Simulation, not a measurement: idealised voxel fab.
Process module heading - voxel released beams
In the cross-section labelled cut, the width is 200 nm and each square cell is 5 nm.
How to read a cross-section here: the picture is a grid of square cells, written as bands going from the top down, and any band can span one or more rows of cells.
Quick guide to a band line: top height, bottom height (nm) up front; then every material left to right with its width in nm. Only one material and it's marked "everywhere"? Then it fills the band edge to edge. And "air" just means empty space.
Convention: height 0 is the level below which the wafer, as received, is all one material. The lowest band does not terminate at the bottom but continues downward, represented as "0 nm and below".
The width entry "30 to 40" should be interpreted row by row: the top row of cells in the band takes the first number, the bottom row takes the second number, and the change between adjacent rows is uniform throughout.
Any step labelled "nothing different" changed none of the cells in the cross-section.
"Entrapped void list" means: voids of 8 cells or more that are shut off from the top with no open way through. Written width x height at distance, distance from the left edge, in nm.
The remark found on a step's line after its settings is issued by the simulator itself and pertains to that step.
A step line may carry the setting "overlay nm", which, for steps involving a mask, states the distance by which the mask lay to the right of its intended position; negative values denote displacement to the left.

So here's the lineup of process steps we planned
1. RECEIVE (material Si)
2. CONFORMAL_DEP (material SiN; thk nm 10)
3. DIRECTIONAL_DEP (material SiO2; thk nm 10)
4. MASKED_ETCH (tone open; mask id ANCHOR; width nm 30; etch materials SiO2; depth nm 10; overlay nm 0)
5. CONFORMAL_DEP (material W; thk nm 10)
6. DIRECTIONAL_DEP (material aC; thk nm 15)
7. PATTERN (tone cover; mask id BEAM; material resist; width nm 90; thk nm 35; overlay nm 0)
8. DIRECTIONAL_ETCH (etch materials aC; depth nm 15)
9. STRIP (etch materials resist)
10. DIRECTIONAL_ETCH (etch materials W; depth nm 10)
11. STRIP (etch materials aC)
12. STRIP (etch materials SiO2)

Cross-sectional view of the wafer in its as-received condition, corresponding to the state after step 1
0 nm and below: Si everywhere
Entrapped void list: none

As-planned run: cross-section of the first of two wafers at end of module
30 nm to 20 nm: air: 50 / W: 15 / air: 10 / W: 65 / air: 60
20 nm to 10 nm: air: 55 / W: 30 / air: 115
10 nm to 0 nm: SiN everywhere
0 nm and below: Si everywhere
Entrapped void list: none

Cross-section at end of module for the second wafer of two, which matched the first in starting point and plan and differed by one mistake in its processing
30 nm to 20 nm: air: 50 / W: 20 / air: 10 / W: 60 / air: 60
20 nm to 10 nm: air: 60 / W: 30 / air: 110
10 nm to 0 nm: SiN everywhere
0 nm and below: Si everywhere
Entrapped void list: none
In executing the process, a mistake was made relative to the plan: rather than as planned, step 4 actually ran as MASKED_ETCH (tone open; mask id ANCHOR; width nm 30; etch materials SiO2; depth nm 10; overlay nm 5)
Heads up: at the end the two wafers have identical cell counts per material, they're just laid out differently.
